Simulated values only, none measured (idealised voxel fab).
Name of the process module below: voxel transistor to metal
Each square cell in cross-section cut measures 5 nm, and the section as a whole is 195 nm wide.
Cross-section format: a grid of square cells, given as bands from top to bottom; each band is one or more rows of cells.
Band: top and bottom heights (nm) first, top before bottom; then materials from left to right, widths in nm. "everywhere" marks a sole material filling the band edge to edge. "air" denotes empty space.
Ref level 0: as-received wafer is one material below here. Bottom band extends down with no lower bound ("top 0, no bottom").
The expression "30..40" gives the width at the extremes of the band, the first number at its top row of cells and the second at its bottom row, with the width changing by equal amounts from each row to the next in between.
When a step is marked "all unchanged", none of the cells in the cross-section changed during that step.
Voids, fully enclosed: empty space of 8 cells or more with no open way to the top, each as width x height at its distance from the left edge, in nm
Past the settings on a step's line: simulator remark, on that step.
overlay nm: for a step with a mask, the amount by which the mask lay right of where it was planned; a negative amount means left of it.
Read the rest as pairs. Take the cross-section before one process step, then the cross-section after it, which shows only down to the lowest band that changed. Under the pair, find the step between them and its settings. Bear in mind that pairs may come from different runs of this module on the same starting wafer: link a pair to the pair above it only where its entry headed "Status quo ante" says to.

## Status quo ante
    top 95, bottom 80: resist=50 | air=15 | resist=65 | air=15 | resist=50
    top 80, bottom 50: SiO2=50 | air=15 | SiO2=65 | air=15 | SiO2=50
    top 50, bottom 45: SiCN everywhere
    top 45, bottom 30: SiO2=50 | W=15 | SiO2=65 | W=15 | SiO2=50
    top 30, bottom 25: SiO2=50 | TiN=15 | SiO2=65 | TiN=15 | SiO2=50
    top 25, bottom 15: SiO2=50 | TiN=5 | W=5 | TiN=5 | SiO2=65 | TiN=5 | W=5 | TiN=5 | SiO2=50
    top 15, bottom 10: SiO2=50 | TiN=5 | W=5 | TiN=5 | SiO2=15 | SiN=5 | HfO2=5 | TiN=5 | W=5 | TiN=5 | HfO2=5 | SiN=5 | SiO2=15 | TiN=5 | W=5 | TiN=5 | SiO2=50
    top 10, bottom 5: SiO2=50 | TiN=5 | W=5 | TiN=5 | SiGe=15 | SiN=5 | HfO2=5 | TiN=5 | W=5 | TiN=5 | HfO2=5 | SiN=5 | SiGe=15 | TiN=5 | W=5 | TiN=5 | SiO2=50
    top 5, bottom 0: SiO2=40 | SiN=5 | SiO2=5 | TiN=15 | SiGe=15 | SiN=5 | HfO2=5 | TiN=15 | HfO2=5 | SiN=5 | SiGe=15 | TiN=15 | SiO2=5 | SiN=5 | SiO2=40
    top 0, bottom -5: SiO2=45 | SiGe=35 | HfO2=35 | SiGe=35 | SiO2=45
    top -5, bottom -15: SiO2=50 | SiGe=30 | Si=35 | SiGe=30 | SiO2=50
    top -15, bottom -30: SiO2=50 | Si=95 | SiO2=50
    top -30, no bottom: Si everywhere
    Voids, fully enclosed: none

## Resultant Cross-Section
    top 95, bottom 80: resist=50 | air=15 | resist=65 | air=15 | resist=50
    top 80, bottom 50: SiO2=50 | air=15 | SiO2=65 | air=15 | SiO2=50
    top 50, bottom 45: SiCN=50 | air=15 | SiCN=65 | air=15 | SiCN=50
    Below a height of 45, the structure has not been altered.
    Voids, fully enclosed: none
Process step separating the two views above: DIRECTIONAL_ETCH, etch materials SiCN, depth nm 5

Status quo ante: refer to the pair immediately above; the cross-section shown after its step is the state before this one.

## Resultant Cross-Section
    top 80, bottom 50: SiO2=50 | air=15 | SiO2=65 | air=15 | SiO2=50
    Below a height of 50, the structure has not been altered.
    Voids, fully enclosed: none
Process step separating the two views above: STRIP, etch materials resist

Status quo ante: refer to the pair immediately above; the cross-section shown after its step is the state before this one.

## Resultant Cross-Section
    top 85, bottom 80: TiN=55 | air=5 | TiN=75 | air=5 | TiN=55
    top 80, bottom 50: SiO2=50 | TiN=5 | air=5 | TiN=5 | SiO2=65 | TiN=5 | air=5 | TiN=5 | SiO2=50
    top 50, bottom 45: SiCN=50 | TiN=15 | SiCN=65 | TiN=15 | SiCN=50
    Below a height of 45, the structure has not been altered.
    Voids, fully enclosed: none
Process step separating the two views above: CONFORMAL_DEP, material TiN, thk nm 5

Status quo ante: refer to the pair immediately above; the cross-section shown after its step is the state before this one.

## Resultant Cross-Section
    top 95, bottom 85: Ru everywhere
    top 85, bottom 80: TiN=55 | Ru=5 | TiN=75 | Ru=5 | TiN=55
    top 80, bottom 50: SiO2=50 | TiN=5 | Ru=5 | TiN=5 | SiO2=65 | TiN=5 | Ru=5 | TiN=5 | SiO2=50
    Below a height of 50, the structure has not been altered.
    Voids, fully enclosed: none
Process step separating the two views above: FILL_DEP, material Ru, thk nm 10

Status quo ante: refer to the pair immediately above; the cross-section shown after its step is the state before this one.

## Resultant Cross-Section
    top 80, bottom 50: SiO2=50 | TiN=5 | Ru=5 | TiN=5 | SiO2=65 | TiN=5 | Ru=5 | TiN=5 | SiO2=50
    Below a height of 50, the structure has not been altered.
    Voids, fully enclosed: none
Process step separating the two views above: CMP, height nm 80

Status quo ante: refer to the pair immediately above; the cross-section shown after its step is the state before this one.

## Resultant Cross-Section
    top 85, bottom 80: SiCN everywhere
    Below a height of 80, the structure has not been altered.
    Voids, fully enclosed: none
Process step separating the two views above: CONFORMAL_DEP, material SiCN, thk nm 5

## Status quo ante
    top 5, bottom 0: SiO2=40 | air=115 | SiO2=40
    top 0, bottom -5: SiO2 everywhere
    top -5, bottom -30: SiO2=50 | Si=95 | SiO2=50
    top -30, no bottom: Si everywhere
    Voids, fully enclosed: none

## Resultant Cross-Section
    top 20, bottom 15: SiCN=40 | air=115 | SiCN=40
    top 15, bottom 5: SiCN everywhere
    top 5, bottom 0: SiO2=40 | SiCN=115 | SiO2=40
    Below a height of 0, the structure has not been altered.
    Voids, fully enclosed: none
Process step separating the two views above: DIRECTIONAL_DEP, material SiCN, thk nm 15

Status quo ante: refer to the pair immediately above; the cross-section shown after its step is the state before this one.

## Resultant Cross-Section
    top 30, bottom 25: aC=40 | air=115 | aC=40
    top 25, bottom 20: aC everywhere
    top 20, bottom 15: SiCN=40 | aC=115 | SiCN=40
    Below a height of 15, the structure has not been altered.
    Voids, fully enclosed: none
Process step separating the two views above: DIRECTIONAL_DEP, material aC, thk nm 10

Status quo ante: refer to the pair immediately above; the cross-section shown after its step is the state before this one.

## Resultant Cross-Section
    top 60, bottom 30: air=85 | resist=25 | air=85
    top 30, bottom 25: aC=40 | air=45 | resist=25 | air=45 | aC=40
    Below a height of 25, the structure has not been altered.
    Voids, fully enclosed: none
Process step separating the two views above: PATTERN, tone cover, mask id GATE, material resist, width nm 25, thk nm 30, overlay nm 0

Status quo ante: refer to the pair immediately above; the cross-section shown after its step is the state before this one.

## Resultant Cross-Section
    top 50, bottom 25: air=85 | resist=25 | air=85
    top 25, bottom 20: air=85 | aC=25 | air=85
    top 20, bottom 15: SiCN=40 | air=45 | aC=25 | air=45 | SiCN=40
    Below a height of 15, the structure has not been altered.
    Voids, fully enclosed: none
Process step separating the two views above: DIRECTIONAL_ETCH, etch materials aC, depth nm 10

Status quo ante: refer to the pair immediately above; the cross-section shown after its step is the state before this one.

## Resultant Cross-Section
    top 25, bottom 20: air=85 | aC=25 | air=85
    Below a height of 20, the structure has not been altered.
    Voids, fully enclosed: none
Process step separating the two views above: STRIP, etch materials resist

Status quo ante: refer to the pair immediately above; the cross-section shown after its step is the state before this one.

## Resultant Cross-Section
    top 25, bottom 15: air=85 | aC=25 | air=85
    top 15, bottom 5: air=85 | SiCN=25 | air=85
    top 5, bottom 0: SiO2=40 | air=45 | SiCN=25 | air=45 | SiO2=40
    Below a height of 0, the structure has not been altered.
    Voids, fully enclosed: none
Process step separating the two views above: DIRECTIONAL_ETCH, etch materials SiCN, depth nm 25

Status quo ante: refer to the pair immediately above; the cross-section shown after its step is the state before this one.

## Resultant Cross-Section
    top 15, bottom 5: air=85 | SiCN=25 | air=85
    Below a height of 5, the structure has not been altered.
    Voids, fully enclosed: none
Process step separating the two views above: STRIP, etch materials aC

Status quo ante: refer to the pair immediately above; the cross-section shown after its step is the state before this one.

## Resultant Cross-Section
    top 20, bottom 15: air=80 | SiN=35 | air=80
    top 15, bottom 10: air=80 | SiN=5 | SiCN=25 | SiN=5 | air=80
    top 10, bottom 5: SiN=45 | air=35 | SiN=5 | SiCN=25 | SiN=5 | air=35 | SiN=45
    top 5, bottom 0: SiO2=40 | SiN=45 | SiCN=25 | SiN=45 | SiO2=40
    Below a height of 0, the structure has not been altered.
    Voids, fully enclosed: none
Process step separating the two views above: CONFORMAL_DEP, material SiN, thk nm 5

Status quo ante: refer to the pair immediately above; the cross-section shown after its step is the state before this one.

## Resultant Cross-Section
    top 15, bottom 5: air=80 | SiN=5 | SiCN=25 | SiN=5 | air=80
    top 5, bottom 0: SiO2=40 | SiN=5 | air=35 | SiN=5 | SiCN=25 | SiN=5 | air=35 | SiN=5 | SiO2=40
    Below a height of 0, the structure has not been altered.
    Voids, fully enclosed: none
Process step separating the two views above: DIRECTIONAL_ETCH, etch materials SiN, depth nm 5

Status quo ante: refer to the pair immediately above; the cross-section shown after its step is the state before this one.

## Resultant Cross-Section
    top 15, bottom 5: air=80 | SiN=5 | SiCN=25 | SiN=5 | air=80
    top 5, bottom 0: air=40 | SiN=5 | air=35 | SiN=5 | SiCN=25 | SiN=5 | air=35 | SiN=5 | air=40
    top 0, bottom -5: SiO2=45 | air=35 | SiO2=35 | air=35 | SiO2=45
    Below a height of -5, the structure has not been altered.
    Voids, fully enclosed: none
Process step separating the two views above: DIRECTIONAL_ETCH, etch materials SiO2, depth nm 5

Status quo ante: refer to the pair immediately above; the cross-section shown after its step is the state before this one.

## Resultant Cross-Section
    top 15, bottom 5: air=80 | SiN=5 | SiCN=25 | SiN=5 | air=80
    top 5, bottom 0: air=40 | SiN=5 | air=35 | SiN=5 | SiCN=25 | SiN=5 | air=35 | SiN=5 | air=40
    top 0, bottom -5: SiO2=45 | air=35 | SiO2=35 | air=35 | SiO2=45
    top -5, bottom -15: SiO2=50 | air=30 | Si=35 | air=30 | SiO2=50
    Below a height of -15, the structure has not been altered.
    Voids, fully enclosed: none
Process step separating the two views above: DIRECTIONAL_ETCH, etch materials Si, depth nm 10

Status quo ante: refer to the pair immediately above; the cross-section shown after its step is the state before this one.

## Resultant Cross-Section
    top 15, bottom 10: air=80 | SiN=5 | SiCN=25 | SiN=5 | air=80
    top 10, bottom 5: air=65 | SiGe=15 | SiN=5 | SiCN=25 | SiN=5 | SiGe=15 | air=65
    top 5, bottom 0: air=40 | SiN=5 | air=20 | SiGe=15 | SiN=5 | SiCN=25 | SiN=5 | SiGe=15 | air=20 | SiN=5 | air=40
    top 0, bottom -5: SiO2=45 | SiGe=35 | SiO2=35 | SiGe=35 | SiO2=45
    top -5, bottom -15: SiO2=50 | SiGe=30 | Si=35 | SiGe=30 | SiO2=50
    Below a height of -15, the structure has not been altered.
    Voids, fully enclosed: none
Process step separating the two views above: EPI, material SiGe, thk nm 15

Status quo ante: refer to the pair immediately above; the cross-section shown after its step is the state before this one.

## Resultant Cross-Section
    top 25, bottom 15: SiO2 everywhere
    top 15, bottom 10: SiO2=80 | SiN=5 | SiCN=25 | SiN=5 | SiO2=80
    top 10, bottom 5: SiO2=65 | SiGe=15 | SiN=5 | SiCN=25 | SiN=5 | SiGe=15 | SiO2=65
    top 5, bottom 0: SiO2=40 | SiN=5 | SiO2=20 | SiGe=15 | SiN=5 | SiCN=25 | SiN=5 | SiGe=15 | SiO2=20 | SiN=5 | SiO2=40
    Below a height of 0, the structure has not been altered.
    Voids, fully enclosed: none
Process step separating the two views above: FILL_DEP, material SiO2, thk nm 10

Status quo ante: refer to the pair immediately above; the cross-section shown after its step is the state before this one.

## Resultant Cross-Section
    top 20, bottom 15: SiO2 everywhere
    Below a height of 15, the structure has not been altered.
    Voids, fully enclosed: none
Process step separating the two views above: CMP, height nm 20

Status quo ante: refer to the pair immediately above; the cross-section shown after its step is the state before this one.

## Resultant Cross-Section
    top 15, bottom 10: SiO2=80 | SiN=5 | SiCN=25 | SiN=5 | SiO2=80
    Below a height of 10, the structure has not been altered.
    Voids, fully enclosed: none
Process step separating the two views above: SELECTIVE_ETCH, etch materials SiO2, depth nm 5

Status quo ante: refer to the pair immediately above; the cross-section shown after its step is the state before this one.

## Resultant Cross-Section
    top 20, bottom 15: HfO2 everywhere
    Below a height of 15, the structure has not been altered.
    Voids, fully enclosed: none
Process step separating the two views above: CONFORMAL_DEP, material HfO2, thk nm 5

Status quo ante: refer to the pair immediately above; the cross-section shown after its step is the state before this one.

## Resultant Cross-Section
    top 25, bottom 20: TiN everywhere
    Below a height of 20, the structure has not been altered.
    Voids, fully enclosed: none
Process step separating the two views above: CONFORMAL_DEP, material TiN, thk nm 5

Status quo ante: refer to the pair immediately above; the cross-section shown after its step is the state before this one.

## Resultant Cross-Section
    top 35, bottom 25: W everywhere
    Below a height of 25, the structure has not been altered.
    Voids, fully enclosed: none
Process step separating the two views above: FILL_DEP, material W, thk nm 10

Status quo ante: refer to the pair immediately above; the cross-section shown after its step is the state before this one.

## Resultant Cross-Section
    top 15, bottom 10: SiO2=80 | SiN=5 | SiCN=25 | SiN=5 | SiO2=80
    Below a height of 10, the structure has not been altered.
    Voids, fully enclosed: none
Process step separating the two views above: CMP, height nm 15

Status quo ante: refer to the pair immediately above; the cross-section shown after its step is the state before this one.

## Resultant Cross-Section
    top 25, bottom 15: SiO2 everywhere
    Below a height of 15, the structure has not been altered.
    Voids, fully enclosed: none
Process step separating the two views above: DIRECTIONAL_DEP, material SiO2, thk nm 10

Status quo ante: refer to the pair immediately above; the cross-section shown after its step is the state before this one.

## Resultant Cross-Section
    top 25, bottom 15: SiO2=50 | air=15 | SiO2=65 | air=15 | SiO2=50
    top 15, bottom 10: SiO2=50 | air=15 | SiO2=15 | SiN=5 | SiCN=25 | SiN=5 | SiO2=15 | air=15 | SiO2=50
    top 10, bottom 5: SiO2=50 | air=15 | SiGe=15 | SiN=5 | SiCN=25 | SiN=5 | SiGe=15 | air=15 | SiO2=50
    top 5, bottom 0: SiO2=40 | SiN=5 | SiO2=5 | air=15 | SiGe=15 | SiN=5 | SiCN=25 | SiN=5 | SiGe=15 | air=15 | SiO2=5 | SiN=5 | SiO2=40
    Below a height of 0, the structure has not been altered.
    Voids, fully enclosed: none
Process step separating the two views above: MASKED_ETCH, tone open, mask id CONTACT, width nm 15, pitch nm 80, etch materials SiO2, depth nm 25, overlay nm 0

Status quo ante: refer to the pair immediately above; the cross-section shown after its step is the state before this one.

## Resultant Cross-Section
    top 30, bottom 25: TiN=55 | air=5 | TiN=75 | air=5 | TiN=55
    top 25, bottom 15: SiO2=50 | TiN=5 | air=5 | TiN=5 | SiO2=65 | TiN=5 | air=5 | TiN=5 | SiO2=50
    top 15, bottom 10: SiO2=50 | TiN=5 | air=5 | TiN=5 | SiO2=15 | SiN=5 | SiCN=25 | SiN=5 | SiO2=15 | TiN=5 | air=5 | TiN=5 | SiO2=50
    top 10, bottom 5: SiO2=50 | TiN=5 | air=5 | TiN=5 | SiGe=15 | SiN=5 | SiCN=25 | SiN=5 | SiGe=15 | TiN=5 | air=5 | TiN=5 | SiO2=50
    top 5, bottom 0: SiO2=40 | SiN=5 | SiO2=5 | TiN=15 | SiGe=15 | SiN=5 | SiCN=25 | SiN=5 | SiGe=15 | TiN=15 | SiO2=5 | SiN=5 | SiO2=40
    Below a height of 0, the structure has not been altered.
    Voids, fully enclosed: none
Process step separating the two views above: CONFORMAL_DEP, material TiN, thk nm 5

Status quo ante: refer to the pair immediately above; the cross-section shown after its step is the state before this one.

## Resultant Cross-Section
    top 35, bottom 30: W everywhere
    top 30, bottom 25: TiN=55 | W=5 | TiN=75 | W=5 | TiN=55
    top 25, bottom 15: SiO2=50 | TiN=5 | W=5 | TiN=5 | SiO2=65 | TiN=5 | W=5 | TiN=5 | SiO2=50
    top 15, bottom 10: SiO2=50 | TiN=5 | W=5 | TiN=5 | SiO2=15 | SiN=5 | SiCN=25 | SiN=5 | SiO2=15 | TiN=5 | W=5 | TiN=5 | SiO2=50
    top 10, bottom 5: SiO2=50 | TiN=5 | W=5 | TiN=5 | SiGe=15 | SiN=5 | SiCN=25 | SiN=5 | SiGe=15 | TiN=5 | W=5 | TiN=5 | SiO2=50
    Below a height of 5, the structure has not been altered.
    Voids, fully enclosed: none
Process step separating the two views above: FILL_DEP, material W, thk nm 5

Status quo ante: refer to the pair immediately above; the cross-section shown after its step is the state before this one.

## Resultant Cross-Section
    top 25, bottom 15: SiO2=50 | TiN=5 | W=5 | TiN=5 | SiO2=65 | TiN=5 | W=5 | TiN=5 | SiO2=50
    Below a height of 15, the structure has not been altered.
    Voids, fully enclosed: none
Process step separating the two views above: CMP, height nm 25

Status quo ante: refer to the pair immediately above; the cross-section shown after its step is the state before this one.

## Resultant Cross-Section
    top 30, bottom 25: TiN everywhere
    Below a height of 25, the structure has not been altered.
    Voids, fully enclosed: none
Process step separating the two views above: DIRECTIONAL_DEP, material TiN, thk nm 5

Status quo ante: refer to the pair immediately above; the cross-section shown after its step is the state before this one.

## Resultant Cross-Section
    top 45, bottom 30: W everywhere
    Below a height of 30, the structure has not been altered.
    Voids, fully enclosed: none
Process step separating the two views above: DIRECTIONAL_DEP, material W, thk nm 15

Status quo ante: refer to the pair immediately above; the cross-section shown after its step is the state before this one.

## Resultant Cross-Section
    top 60, bottom 45: aC everywhere
    Below a height of 45, the structure has not been altered.
    Voids, fully enclosed: none
Process step separating the two views above: DIRECTIONAL_DEP, material aC, thk nm 15

Status quo ante: refer to the pair immediately above; the cross-section shown after its step is the state before this one.

## Resultant Cross-Section
    top 95, bottom 60: air=50 | resist=15 | air=65 | resist=15 | air=50
    Below a height of 60, the structure has not been altered.
    Voids, fully enclosed: none
Process step separating the two views above: PATTERN, tone cover, mask id METAL_1, material resist, width nm 15, pitch nm 80, thk nm 35, overlay nm 0

Status quo ante: refer to the pair immediately above; the cross-section shown after its step is the state before this one.

## Resultant Cross-Section
    top 80, bottom 60: air=50 | resist=15 | air=65 | resist=15 | air=50
    top 60, bottom 45: air=50 | aC=15 | air=65 | aC=15 | air=50
    Below a height of 45, the structure has not been altered.
    Voids, fully enclosed: none
Process step separating the two views above: DIRECTIONAL_ETCH, etch materials aC, depth nm 15

Status quo ante: refer to the pair immediately above; the cross-section shown after its step is the state before this one.

## Resultant Cross-Section
    top 60, bottom 45: air=50 | aC=15 | air=65 | aC=15 | air=50
    Below a height of 45, the structure has not been altered.
    Voids, fully enclosed: none
Process step separating the two views above: STRIP, etch materials resist

Status quo ante: refer to the pair immediately above; the cross-section shown after its step is the state before this one.

## Resultant Cross-Section
    top 60, bottom 45: air=50 | aC=15 | air=65 | aC=15 | air=50
    top 45, bottom 30: air=50 | W=15 | air=65 | W=15 | air=50
    Below a height of 30, the structure has not been altered.
    Voids, fully enclosed: none
Process step separating the two views above: DIRECTIONAL_ETCH, etch materials W, depth nm 15

Status quo ante: refer to the pair immediately above; the cross-section shown after its step is the state before this one.

## Resultant Cross-Section
    top 60, bottom 45: air=50 | aC=15 | air=65 | aC=15 | air=50
    top 45, bottom 30: air=50 | W=15 | air=65 | W=15 | air=50
    top 30, bottom 25: air=50 | TiN=15 | air=65 | TiN=15 | air=50
    Below a height of 25, the structure has not been altered.
    Voids, fully enclosed: none
Process step separating the two views above: DIRECTIONAL_ETCH, etch materials TiN, depth nm 5

Status quo ante: refer to the pair immediately above; the cross-section shown after its step is the state before this one.

## Resultant Cross-Section
    top 45, bottom 30: air=50 | W=15 | air=65 | W=15 | air=50
    Below a height of 30, the structure has not been altered.
    Voids, fully enclosed: none
Process step separating the two views above: STRIP, etch materials aC

Status quo ante: refer to the pair immediately above; the cross-section shown after its step is the state before this one.

## Resultant Cross-Section
    top 55, bottom 45: SiO2 everywhere
    top 45, bottom 30: SiO2=50 | W=15 | SiO2=65 | W=15 | SiO2=50
    top 30, bottom 25: SiO2=50 | TiN=15 | SiO2=65 | TiN=15 | SiO2=50
    Below a height of 25, the structure has not been altered.
    Voids, fully enclosed: none
Process step separating the two views above: FILL_DEP, material SiO2, thk nm 10

Status quo ante: refer to the pair immediately above; the cross-section shown after its step is the state before this one.

## Resultant Cross-Section
    top 45, bottom 30: SiO2=50 | W=15 | SiO2=65 | W=15 | SiO2=50
    Below a height of 30, the structure has not been altered.
    Voids, fully enclosed: none
Process step separating the two views above: CMP, height nm 45

Status quo ante: refer to the pair immediately above; the cross-section shown after its step is the state before this one.

## Resultant Cross-Section
    top 50, bottom 45: SiCN everywhere
    Below a height of 45, the structure has not been altered.
    Voids, fully enclosed: none
Process step separating the two views above: CONFORMAL_DEP, material SiCN, thk nm 5

Status quo ante: refer to the pair immediately above; the cross-section shown after its step is the state before this one.

## Resultant Cross-Section
    top 80, bottom 50: SiO2 everywhere
    Below a height of 50, the structure has not been altered.
    Voids, fully enclosed: none
Process step separating the two views above: DIRECTIONAL_DEP, material SiO2, thk nm 30

Status quo ante: refer to the pair immediately above; the cross-section shown after its step is the state before this one.

## Resultant Cross-Section
    top 95, bottom 80: aC everywhere
    Below a height of 80, the structure has not been altered.
    Voids, fully enclosed: none
Process step separating the two views above: DIRECTIONAL_DEP, material aC, thk nm 15

Status quo ante: refer to the pair immediately above; the cross-section shown after its step is the state before this one.

## Resultant Cross-Section
    top 130, bottom 95: resist=50 | air=15 | resist=65 | air=15 | resist=50
    Below a height of 95, the structure has not been altered.
    Voids, fully enclosed: none
Process step separating the two views above: PATTERN, tone open, mask id METAL_2, material resist, width nm 15, pitch nm 80, thk nm 35, overlay nm 0

Status quo ante: refer to the pair immediately above; the cross-section shown after its step is the state before this one.

## Resultant Cross-Section
    top 115, bottom 95: resist=50 | air=15 | resist=65 | air=15 | resist=50
    top 95, bottom 80: aC=50 | air=15 | aC=65 | air=15 | aC=50
    Below a height of 80, the structure has not been altered.
    Voids, fully enclosed: none
Process step separating the two views above: DIRECTIONAL_ETCH, etch materials aC, depth nm 15

Status quo ante: refer to the pair immediately above; the cross-section shown after its step is the state before this one.

## Resultant Cross-Section
    top 95, bottom 80: aC=50 | air=15 | aC=65 | air=15 | aC=50
    Below a height of 80, the structure has not been altered.
    Voids, fully enclosed: none
Process step separating the two views above: STRIP, etch materials resist

Status quo ante: refer to the pair immediately above; the cross-section shown after its step is the state before this one.

## Resultant Cross-Section
    top 95, bottom 80: aC=50 | air=15 | aC=65 | air=15 | aC=50
    top 80, bottom 60: SiO2=50 | air=15 | SiO2=65 | air=15 | SiO2=50
    Below a height of 60, the structure has not been altered.
    Voids, fully enclosed: none
Process step separating the two views above: DIRECTIONAL_ETCH, etch materials SiO2, depth nm 20

Status quo ante: refer to the pair immediately above; the cross-section shown after its step is the state before this one.

## Resultant Cross-Section
    top 80, bottom 60: SiO2=50 | air=15 | SiO2=65 | air=15 | SiO2=50
    Below a height of 60, the structure has not been altered.
    Voids, fully enclosed: none
Process step separating the two views above: STRIP, etch materials aC

Status quo ante: refer to the pair immediately above; the cross-section shown after its step is the state before this one.

## Resultant Cross-Section
    top 95, bottom 80: resist=50 | air=15 | resist=65 | air=15 | resist=50
    Below a height of 80, the structure has not been altered.
    Voids, fully enclosed: none
Process step separating the two views above: PATTERN, tone open, mask id METAL_2_HOLES, material resist, width nm 15, pitch nm 80, thk nm 15, overlay nm 0

Status quo ante: refer to the pair immediately above; the cross-section shown after its step is the state before this one.

## Resultant Cross-Section
    top 95, bottom 80: resist=50 | air=15 | resist=65 | air=15 | resist=50
    top 80, bottom 50: SiO2=50 | air=15 | SiO2=65 | air=15 | SiO2=50
    Below a height of 50, the structure has not been altered.
    Voids, fully enclosed: none
Process step separating the two views above: DIRECTIONAL_ETCH, etch materials SiO2, depth nm 10

Status quo ante: refer to the pair immediately above; the cross-section shown after its step is the state before this one.

## Resultant Cross-Section
    top 95, bottom 80: resist=50 | air=15 | resist=65 | air=15 | resist=50
    top 80, bottom 50: SiO2=50 | air=15 | SiO2=65 | air=15 | SiO2=50
    top 50, bottom 45: SiCN=50 | air=15 | SiCN=65 | air=15 | SiCN=50
    Below a height of 45, the structure has not been altered.
    Voids, fully enclosed: none
Process step separating the two views above: DIRECTIONAL_ETCH, etch materials SiCN, depth nm 5

Status quo ante: refer to the pair immediately above; the cross-section shown after its step is the state before this one.

## Resultant Cross-Section
    top 80, bottom 50: SiO2=50 | air=15 | SiO2=65 | air=15 | SiO2=50
    Below a height of 50, the structure has not been altered.
    Voids, fully enclosed: none
Process step separating the two views above: STRIP, etch materials resist

Status quo ante: refer to the pair immediately above; the cross-section shown after its step is the state before this one.

## Resultant Cross-Section
    top 85, bottom 80: TiN=55 | air=5 | TiN=75 | air=5 | TiN=55
    top 80, bottom 50: SiO2=50 | TiN=5 | air=5 | TiN=5 | SiO2=65 | TiN=5 | air=5 | TiN=5 | SiO2=50
    top 50, bottom 45: SiCN=50 | TiN=15 | SiCN=65 | TiN=15 | SiCN=50
    Below a height of 45, the structure has not been altered.
    Voids, fully enclosed: none
Process step separating the two views above: CONFORMAL_DEP, material TiN, thk nm 5

Status quo ante: refer to the pair immediately above; the cross-section shown after its step is the state before this one.

## Resultant Cross-Section
    top 95, bottom 85: Ru everywhere
    top 85, bottom 80: TiN=55 | Ru=5 | TiN=75 | Ru=5 | TiN=55
    top 80, bottom 50: SiO2=50 | TiN=5 | Ru=5 | TiN=5 | SiO2=65 | TiN=5 | Ru=5 | TiN=5 | SiO2=50
    Below a height of 50, the structure has not been altered.
    Voids, fully enclosed: none
Process step separating the two views above: FILL_DEP, material Ru, thk nm 10

Status quo ante: refer to the pair immediately above; the cross-section shown after its step is the state before this one.

## Resultant Cross-Section
    top 80, bottom 50: SiO2=50 | TiN=5 | Ru=5 | TiN=5 | SiO2=65 | TiN=5 | Ru=5 | TiN=5 | SiO2=50
    Below a height of 50, the structure has not been altered.
    Voids, fully enclosed: none
Process step separating the two views above: CMP, height nm 80

Status quo ante: refer to the pair immediately above; the cross-section shown after its step is the state before this one.

## Resultant Cross-Section
    top 85, bottom 80: SiCN everywhere
    Below a height of 80, the structure has not been altered.
    Voids, fully enclosed: none
Process step separating the two views above: CONFORMAL_DEP, material SiCN, thk nm 5

## Status quo ante
    top 35, bottom 20: air=80 | SiN=5 | SiCN=25 | SiN=5 | air=80
    top 20, bottom 10: air=80 | SiN=5 | polySi=25 | SiN=5 | air=80
    top 10, bottom 5: air=65 | SiGe=15 | SiN=5 | polySi=25 | SiN=5 | SiGe=15 | air=65
    top 5, bottom 0: air=40 | SiN=5 | air=20 | SiGe=15 | SiN=5 | polySi=25 | SiN=5 | SiGe=15 | air=20 | SiN=5 | air=40
    top 0, bottom -5: SiO2=45 | SiGe=35 | SiO2=35 | SiGe=35 | SiO2=45
    top -5, bottom -15: SiO2=50 | SiGe=30 | Si=35 | SiGe=30 | SiO2=50
    top -15, bottom -30: SiO2=50 | Si=95 | SiO2=50
    top -30, no bottom: Si everywhere
    Voids, fully enclosed: none

## Resultant Cross-Section
    top 35, bottom 25: air=80 | SiN=5 | SiCN=25 | SiN=5 | air=80
    top 25, bottom 20: air=50 | SiGe=30 | SiN=5 | SiCN=25 | SiN=5 | SiGe=30 | air=50
    top 20, bottom 15: air=50 | SiGe=30 | SiN=5 | polySi=25 | SiN=5 | SiGe=30 | air=50
    top 15, bottom 5: air=35 | SiGe=45 | SiN=5 | polySi=25 | SiN=5 | SiGe=45 | air=35
    top 5, bottom 0: air=35 | SiGe=5 | SiN=5 | SiGe=35 | SiN=5 | polySi=25 | SiN=5 | SiGe=35 | SiN=5 | SiGe=5 | air=35
    Below a height of 0, the structure has not been altered.
    Voids, fully enclosed: none
Process step separating the two views above: EPI, material SiGe, thk nm 15

Status quo ante: refer to the pair immediately above; the cross-section shown after its step is the state before this one.

## Resultant Cross-Section
    top 45, bottom 35: SiO2 everywhere
    top 35, bottom 25: SiO2=80 | SiN=5 | SiCN=25 | SiN=5 | SiO2=80
    top 25, bottom 20: SiO2=50 | SiGe=30 | SiN=5 | SiCN=25 | SiN=5 | SiGe=30 | SiO2=50
    top 20, bottom 15: SiO2=50 | SiGe=30 | SiN=5 | polySi=25 | SiN=5 | SiGe=30 | SiO2=50
    top 15, bottom 5: SiO2=35 | SiGe=45 | SiN=5 | polySi=25 | SiN=5 | SiGe=45 | SiO2=35
    top 5, bottom 0: SiO2=35 | SiGe=5 | SiN=5 | SiGe=35 | SiN=5 | polySi=25 | SiN=5 | SiGe=35 | SiN=5 | SiGe=5 | SiO2=35
    Below a height of 0, the structure has not been altered.
    Voids, fully enclosed: none
Process step separating the two views above: FILL_DEP, material SiO2, thk nm 10

Status quo ante: refer to the pair immediately above; the cross-section shown after its step is the state before this one.

## Resultant Cross-Section
    top 20, bottom 15: SiO2=50 | SiGe=30 | SiN=5 | polySi=25 | SiN=5 | SiGe=30 | SiO2=50
    Below a height of 15, the structure has not been altered.
    Voids, fully enclosed: none
Process step separating the two views above: CMP, height nm 20

Status quo ante: refer to the pair immediately above; the cross-section shown after its step is the state before this one.

## Resultant Cross-Section
    top 20, bottom 15: SiO2=50 | SiGe=30 | SiN=5 | air=25 | SiN=5 | SiGe=30 | SiO2=50
    top 15, bottom 5: SiO2=35 | SiGe=45 | SiN=5 | air=25 | SiN=5 | SiGe=45 | SiO2=35
    top 5, bottom 0: SiO2=35 | SiGe=5 | SiN=5 | SiGe=35 | SiN=5 | air=25 | SiN=5 | SiGe=35 | SiN=5 | SiGe=5 | SiO2=35
    Below a height of 0, the structure has not been altered.
    Voids, fully enclosed: none
Process step separating the two views above: STRIP, etch materials polySi

Status quo ante: refer to the pair immediately above; the cross-section shown after its step is the state before this one.

## Resultant Cross-Section
    top 20, bottom 15: air=50 | SiGe=30 | SiN=5 | air=25 | SiN=5 | SiGe=30 | air=50
    top 15, bottom 5: SiO2=35 | SiGe=45 | SiN=5 | air=25 | SiN=5 | SiGe=45 | SiO2=35
    top 5, bottom 0: SiO2=35 | SiGe=5 | SiN=5 | SiGe=35 | SiN=5 | air=25 | SiN=5 | SiGe=35 | SiN=5 | SiGe=5 | SiO2=35
    top 0, bottom -5: SiO2=45 | SiGe=35 | air=35 | SiGe=35 | SiO2=45
    Below a height of -5, the structure has not been altered.
    Voids, fully enclosed: none
Process step separating the two views above: SELECTIVE_ETCH, etch materials SiO2, depth nm 5
